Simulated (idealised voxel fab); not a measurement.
Process module, titled voxel self aligned contacts
Section shown: cut. Width: 235 nm. Cell size: 5 nm, square.
For the purposes of this document, a cross-section shall be understood as a grid of square cells, specified as bands listed in top-to-bottom order, each band consisting of one or more rows of cells. What a band's entry tells you: where the top is and where the bottom is, as heights in nm, and after that what lies inside, material by material from left to right, each with its width in nm. Empty space is written as the word "air", and a single material marked with the word "all across" occupies the band from edge to edge. Where do heights start? At 0: under that level the wafer as delivered is made of one material only. And the lowest band has no floor; it just carries on downward, as in "0..down". Top row gets the first number, bottom row gets the second, and each row in between changes by the same step: that is how a band width like "30..40" works. Reading "identical to before" for a step: not a cell of the cross-section changed in it. The entry "Enclosed void entries" lists the empty spaces that cover at least 8 cells and have no open path to the top. Each is written as width x height at distance, where the distance is measured from the left edge and all three values are in nm. Note: text after step settings on the step line = simulator remark on that step. What "overlay nm" on a step's line means: if the step has a mask, that mask lay this far to the right of its planned place, or, when the value is negative, to the left.
BELOW IS THE LIST OF PLANNED PROCESS STEPS
1. RECEIVE,material Si
2. OXIDIZE,depth nm 5
3. DIRECTIONAL_DEP,material polySi,thk nm 20
4. DIRECTIONAL_DEP,material SiN,thk nm 20
5. MASKED_ETCH,tone cover,mask id GATE,width nm 30,pitch nm 70,etch materials SiN,depth nm 20,overlay nm 0
6. MASKED_ETCH,tone cover,mask id GATE,width nm 30,pitch nm 70,etch materials polySi,depth nm 20,overlay nm 0
7. CONFORMAL_DEP,material SiN,thk nm 10
8. DIRECTIONAL_ETCH,etch materials SiN,depth nm 10
9. FILL_DEP,material SiO2,thk nm 10
10. CMP,height nm 45
11. DIRECTIONAL_DEP,material aC,thk nm 10
12. PATTERN,tone open,mask id CONTACT,material resist,width nm 50,thk nm 30,overlay nm 0
13. DIRECTIONAL_ETCH,etch materials aC,depth nm 10
14. STRIP,etch materials resist
15. DIRECTIONAL_ETCH,etch materials SiO2,depth nm 50
16. STRIP,etch materials aC
17. CONFORMAL_DEP,material TiN,thk nm 5
18. FILL_DEP,material Ru,thk nm 10
19. CMP,height nm 45
20. CONFORMAL_DEP,material SiN,thk nm 5
CROSS-SECTION OF THE INCOMING WAFER, STATE AFTER STEP 1
- 0..down = Si all across
- Enclosed void entries: none
THIS IS HOW THE WAFER LOOKS IN CROSS-SECTION ONCE THE MODULE IS DONE, GIVEN THE STARTING STATE AND PLAN ABOVE AND ONE MISTAKE IN CARRYING THE PLAN OUT
- 50..45 = SiN all across
- 45..40 = SiO2 90 nm | TiN 50 nm | SiO2 95 nm
- 40..20 = SiN 75 nm | SiO2 10 nm | SiN 60 nm | SiO2 10 nm | SiN 80 nm
- 20..0 = polySi all across
- 0..-5 = SiO2 all across
- -5..down = Si all across
- Enclosed void entries: none
Against the plan, the run slipped here: off-plan run, step 5, actual operation and settings MASKED_ETCH,tone open,mask id GATE,width nm 30,pitch nm 70,etch materials SiN,depth nm 20,overlay nm 0
